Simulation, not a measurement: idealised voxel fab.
process module | voxel spacer lines
cross-section cut | 250 nm wide | cells 5 nm
A cross-section is a grid of square cells, given in bands from the top down. A band is one or more rows of cells.
Each band's line starts with the height of the band's top and of its bottom, in nm. Then come its materials from left to right, each with its width in nm. One material with "throughout" fills the band from edge to edge. "air" is empty space.
Height 0 is the level under which the wafer as received is all one material. The lowest band goes on downwards, as in "0 down".
A width such as "30 to 40" changes by the same amount from each row of cells to the next, from the band's top row to its bottom row.
"no change" after a step means that no cell of the cross-section changed.
closed voids: empty space of 8 cells or more with no open way to the top, each as width x height at its distance from the left edge, in nm
after a step's settings: what the simulator itself notes on the step
overlay nm, on a step with a mask: how far to the right of its planned place the mask lay; to the left if negative
plan
1 op RECEIVE | material Si
2 op CONFORMAL_DEP | material SiO2 | thk nm 10
3 op DIRECTIONAL_DEP | material TiN | thk nm 15
4 op DIRECTIONAL_DEP | material aC | thk nm 30
5 op PATTERN | tone cover | mask id MANDREL | material resist | width nm 25 | pitch nm 80 | thk nm 35 | overlay nm 0
6 op DIRECTIONAL_ETCH | etch materials aC | depth nm 30
7 op STRIP | etch materials resist
8 op CONFORMAL_DEP | material SiN | thk nm 15
9 op DIRECTIONAL_ETCH | etch materials SiN | depth nm 15
10 op STRIP | etch materials aC
11 op DIRECTIONAL_ETCH | etch materials TiN | depth nm 15
12 op STRIP | etch materials SiN
first wafer, as planned
as received, after step 1
  0 down: Si throughout
  closed voids: none
after step 2
  10 to 0: SiO2 throughout
  below 0: unchanged
after step 3
  25 to 10: TiN throughout
  below 10: unchanged
after step 4
  55 to 25: aC throughout
  below 25: unchanged
after step 5
  90 to 55: air 70 | resist 25 | air 55 | resist 25 | air 75
  below 55: unchanged
after step 6
  60 to 55: air 70 | resist 25 | air 55 | resist 25 | air 75
  55 to 25: air 70 | aC 25 | air 55 | aC 25 | air 75
  below 25: unchanged
after step 7
  55 to 25: air 70 | aC 25 | air 55 | aC 25 | air 75
  below 25: unchanged
after step 8
  70 to 55: air 55 | SiN 55 | air 25 | SiN 55 | air 60
  55 to 40: air 55 | SiN 15 | aC 25 | SiN 15 | air 25 | SiN 15 | aC 25 | SiN 15 | air 60
  40 to 25: SiN 70 | aC 25 | SiN 55 | aC 25 | SiN 75
  below 25: unchanged
after step 9
  55 to 25: air 55 | SiN 15 | aC 25 | SiN 15 | air 25 | SiN 15 | aC 25 | SiN 15 | air 60
  below 25: unchanged
after step 10
  55 to 25: air 55 | SiN 15 | air 25 | SiN 15 | air 25 | SiN 15 | air 25 | SiN 15 | air 60
  below 25: unchanged
after step 11
  55 to 25: air 55 | SiN 15 | air 25 | SiN 15 | air 25 | SiN 15 | air 25 | SiN 15 | air 60
  25 to 10: air 55 | TiN 15 | air 25 | TiN 15 | air 25 | TiN 15 | air 25 | TiN 15 | air 60
  below 10: unchanged
after step 12
  25 to 10: air 55 | TiN 15 | air 25 | TiN 15 | air 25 | TiN 15 | air 25 | TiN 15 | air 60
  below 10: unchanged
second wafer: like start, like plan, one mistake. Through step 4 it matches the first wafer
when step 5 should have ended
  90 to 55: air 75 | resist 25 | air 55 | resist 25 | air 70
  below 55: unchanged
when step 6 should have ended
  60 to 55: air 75 | resist 25 | air 55 | resist 25 | air 70
  55 to 25: air 75 | aC 25 | air 55 | aC 25 | air 70
  below 25: unchanged
when step 7 should have ended
  55 to 25: air 75 | aC 25 | air 55 | aC 25 | air 70
  below 25: unchanged
when step 8 should have ended
  70 to 55: air 60 | SiN 55 | air 25 | SiN 55 | air 55
  55 to 40: air 60 | SiN 15 | aC 25 | SiN 15 | air 25 | SiN 15 | aC 25 | SiN 15 | air 55
  40 to 25: SiN 75 | aC 25 | SiN 55 | aC 25 | SiN 70
  below 25: unchanged
when step 9 should have ended
  55 to 25: air 60 | SiN 15 | aC 25 | SiN 15 | air 25 | SiN 15 | aC 25 | SiN 15 | air 55
  below 25: unchanged
when step 10 should have ended
  55 to 25: air 60 | SiN 15 | air 25 | SiN 15 | air 25 | SiN 15 | air 25 | SiN 15 | air 55
  below 25: unchanged
when step 11 should have ended
  55 to 25: air 60 | SiN 15 | air 25 | SiN 15 | air 25 | SiN 15 | air 25 | SiN 15 | air 55
  25 to 10: air 60 | TiN 15 | air 25 | TiN 15 | air 25 | TiN 15 | air 25 | TiN 15 | air 55
  below 10: unchanged
when step 12 should have ended
  25 to 10: air 60 | TiN 15 | air 25 | TiN 15 | air 25 | TiN 15 | air 25 | TiN 15 | air 55
  below 10: unchanged
what went wrong: step 5 ran as: op PATTERN | tone cover | mask id MANDREL | material resist | width nm 25 | pitch nm 80 | thk nm 35 | overlay nm 5
at the end the second wafer has, in cells: as many of each material as the first, in other places
